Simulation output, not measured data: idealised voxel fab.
process module | voxel wiring stack
cross-section cut | 240 nm wide | cells 5 nm
A cross-section is a grid of square cells, given in bands from the top down. A band is one or more rows of cells.
Each band's line starts with the height of the band's top and of its bottom, in nm. Then come its materials from left to right, each with its width in nm. One material with "throughout" fills the band from edge to edge. "air" is empty space.
Height 0 is the level under which the wafer as received is all one material. The lowest band goes on downwards, as in "0 down".
A width such as "30 to 40" changes by the same amount from each row of cells to the next, from the band's top row to its bottom row.
"no change" after a step means that no cell of the cross-section changed.
closed voids: empty space of 8 cells or more with no open way to the top, each as width x height at its distance from the left edge, in nm
after a step's settings: what the simulator itself notes on the step
overlay nm, on a step with a mask: how far to the right of its planned place the mask lay; to the left if negative
plan
1 op RECEIVE | material Si
2 op CONFORMAL_DEP | material SiO2 | thk nm 15
3 op CONFORMAL_DEP | material SiN | thk nm 5
4 op DIRECTIONAL_DEP | material lowk | thk nm 20
5 op MASKED_ETCH | tone open | mask id METAL_1 | width nm 30 | pitch nm 50 | etch materials lowk | depth nm 20 | overlay nm 0
6 op MASKED_ETCH | tone open | mask id METAL_1 | width nm 30 | pitch nm 50 | etch materials SiN | depth nm 5 | overlay nm 0
7 op CONFORMAL_DEP | material TiN | thk nm 5
8 op FILL_DEP | material Cu | thk nm 5
9 op CMP | height nm 40
10 op CONFORMAL_DEP | material SiCN | thk nm 5
11 op DIRECTIONAL_DEP | material SiO2 | thk nm 35
12 op DIRECTIONAL_DEP | material aC | thk nm 15
13 op PATTERN | tone open | mask id METAL_2 | material resist | width nm 30 | pitch nm 50 | thk nm 35 | overlay nm 0
14 op DIRECTIONAL_ETCH | etch materials aC | depth nm 15
15 op STRIP | etch materials resist
16 op DIRECTIONAL_ETCH | etch materials SiO2 | depth nm 20
17 op STRIP | etch materials aC
18 op MASKED_ETCH | tone open | mask id METAL_2_HOLES | width nm 15 | pitch nm 50 | etch materials SiO2 | depth nm 15 | overlay nm 0
19 op MASKED_ETCH | tone open | mask id METAL_2_HOLES | width nm 15 | pitch nm 50 | etch materials SiCN | depth nm 5 | overlay nm 0
20 op CONFORMAL_DEP | material TiN | thk nm 5
21 op FILL_DEP | material Cu | thk nm 10
22 op CMP | height nm 80
23 op CONFORMAL_DEP | material SiCN | thk nm 5
24 op DIRECTIONAL_DEP | material SiO2 | thk nm 30
25 op DIRECTIONAL_DEP | material aC | thk nm 15
26 op PATTERN | tone open | mask id METAL_3_HOLES | material resist | width nm 15 | thk nm 30 | overlay nm 0
27 op DIRECTIONAL_ETCH | etch materials aC | depth nm 15
28 op STRIP | etch materials resist
29 op DIRECTIONAL_ETCH | etch materials SiO2 | depth nm 30
30 op STRIP | etch materials aC
31 op DIRECTIONAL_DEP | material aC | thk nm 10
32 op PATTERN | tone open | mask id METAL_3 | material resist | width nm 30 | pitch nm 50 | thk nm 25 | overlay nm 0
33 op DIRECTIONAL_ETCH | etch materials aC | depth nm 10
34 op STRIP | etch materials resist
35 op DIRECTIONAL_ETCH | etch materials SiO2 | depth nm 15
36 op DIRECTIONAL_ETCH | etch materials SiCN | depth nm 5
37 op STRIP | etch materials aC
38 op CONFORMAL_DEP | material TiN | thk nm 5
39 op FILL_DEP | material Cu | thk nm 10
40 op CMP | height nm 115
41 op CONFORMAL_DEP | material SiCN | thk nm 5
as received, after step 1
  0 down: Si throughout
  closed voids: none
first wafer at the end, as planned
  120 to 115: SiCN throughout
  115 to 105: SiO2 80 | TiN 5 | Cu 20 | TiN 5 | SiO2 20 | TiN 5 | Cu 20 | TiN 5 | SiO2 80
  105 to 100: SiO2 80 | TiN 5 | Cu 5 | TiN 20 | SiO2 20 | TiN 30 | SiO2 80
  100 to 85: SiO2 80 | TiN 5 | Cu 5 | TiN 5 | SiO2 145
  85 to 80: SiCN 80 | TiN 15 | SiCN 145
  80 to 65: SiO2 80 | TiN 5 | Cu 20 | TiN 5 | SiO2 20 | TiN 5 | Cu 20 | TiN 5 | SiO2 80
  65 to 60: SiO2 80 | TiN 5 | Cu 5 | TiN 20 | SiO2 20 | TiN 5 | Cu 5 | TiN 20 | SiO2 80
  60 to 45: SiO2 80 | TiN 5 | Cu 5 | TiN 5 | SiO2 35 | TiN 5 | Cu 5 | TiN 5 | SiO2 95
  45 to 40: SiCN 80 | TiN 15 | SiCN 35 | TiN 15 | SiCN 95
  40 to 20: lowk 80 | TiN 5 | Cu 20 | TiN 5 | lowk 20 | TiN 5 | Cu 20 | TiN 5 | lowk 80
  20 to 15: SiN 80 | TiN 30 | SiN 20 | TiN 30 | SiN 80
  15 to 0: SiO2 throughout
  0 down: Si throughout
  closed voids: none
second wafer at the end: like start, like plan, one mistake
  120 to 115: SiCN throughout
  115 to 105: SiO2 75 | TiN 5 | Cu 25 | TiN 5 | SiO2 20 | TiN 5 | Cu 20 | TiN 5 | SiO2 80
  105 to 100: SiO2 75 | TiN 5 | Cu 15 | TiN 15 | SiO2 20 | TiN 30 | SiO2 80
  100 to 90: SiO2 75 | TiN 5 | Cu 15 | TiN 5 | SiO2 140
  90 to 85: SiO2 75 | TiN 10 | Cu 10 | TiN 5 | SiO2 140
  85 to 80: SiCN 80 | TiN 20 | SiCN 140
  80 to 65: SiO2 80 | TiN 5 | Cu 20 | TiN 5 | SiO2 20 | TiN 5 | Cu 20 | TiN 5 | SiO2 80
  65 to 60: SiO2 80 | TiN 5 | Cu 5 | TiN 20 | SiO2 20 | TiN 5 | Cu 5 | TiN 20 | SiO2 80
  60 to 45: SiO2 80 | TiN 5 | Cu 5 | TiN 5 | SiO2 35 | TiN 5 | Cu 5 | TiN 5 | SiO2 95
  45 to 40: SiCN 80 | TiN 15 | SiCN 35 | TiN 15 | SiCN 95
  40 to 20: lowk 80 | TiN 5 | Cu 20 | TiN 5 | lowk 20 | TiN 5 | Cu 20 | TiN 5 | lowk 80
  20 to 15: SiN 80 | TiN 30 | SiN 20 | TiN 30 | SiN 80
  15 to 0: SiO2 throughout
  0 down: Si throughout
  closed voids: none
what went wrong: step 26 ran as: op PATTERN | tone open | mask id METAL_3_HOLES | material resist | width nm 25 | thk nm 30 | overlay nm 0
at the end the second wafer has, in cells: 9 more of Cu | 1 fewer of SiCN | 9 fewer of SiO2 | 1 more of TiN
